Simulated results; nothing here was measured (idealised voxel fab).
voxel tone inversion: a process module
The cross-section on display is named cut; it measures 265 nm wide, and its cells are 5 nm squares.
Heads up, the way a cross-section reads in here is a grid of square cells, handed over as bands from the top down, with every band being one or more rows of cells.
A band entry consists of two parts. The first gives the height of the band's top and the height of its bottom, in nm. The rest lists the band's materials from left to right, each with its width in nm. A single material labelled with the word "throughout" fills the band from edge to edge, and the word "air" marks empty space.
Basically, 0 is our baseline, since under it the wafer straight out of the box is all one material. The bottom band has no lower end and keeps on going down, so it looks like "0..down".
Width "30..40": first value at the band's top row of cells, second value at its bottom row, equal change from row to row.
It should be understood that the words "remained the same", when stated for a given step, signify that the cross-section underwent no change in any of its cells during that step.
Closed-off voids of 8+ cells (no open route to the top) go in "Closed empty spaces", written width x height at distance from the left edge, in nm.
Past the settings on a step's line: simulator remark, on that step.
"overlay nm", when on a step's line for a step with a mask, measures how far to the right of its planned place the mask lay; a negative measure means to the left.
The following list gives the planned process steps
1) RECEIVE, material Si
2) CONFORMAL_DEP, material SiCN, thk nm 5
3) DIRECTIONAL_DEP, material aC, thk nm 20
4) PATTERN, tone cover, mask id POSTS, material resist, width nm 20, pitch nm 45, thk nm 25, overlay nm 0
5) DIRECTIONAL_ETCH, etch materials aC, depth nm 20
6) STRIP, etch materials resist
7) FILL_DEP, material lowk, thk nm 5
8) CMP, height nm 25
9) STRIP, etch materials aC
10) CONFORMAL_DEP, material TiN, thk nm 5
11) FILL_DEP, material Ru, thk nm 5
12) CMP, height nm 25
13) CONFORMAL_DEP, material SiCN, thk nm 5
Step 1 complete: cross-section of the wafer as received
* 0..down = Si throughout
* Closed empty spaces: none
Post-module cross-section: identical start and plan to those above, one misstep in execution
* 30..25 = SiCN throughout
* 25..10 = lowk 75; TiN 5; Ru 15; TiN 5; lowk 20; TiN 5; Ru 15; TiN 5; lowk 20; TiN 5; Ru 15; TiN 5; lowk 75
* 10..5 = lowk 75; TiN 25; lowk 20; TiN 25; lowk 20; TiN 25; lowk 75
* 5..0 = SiCN throughout
* 0..down = Si throughout
* Closed empty spaces: none
What broke from the plan during processing? step 4 ran as: PATTERN, tone cover, mask id POSTS, material resist, width nm 25, pitch nm 45, thk nm 25, overlay nm 0
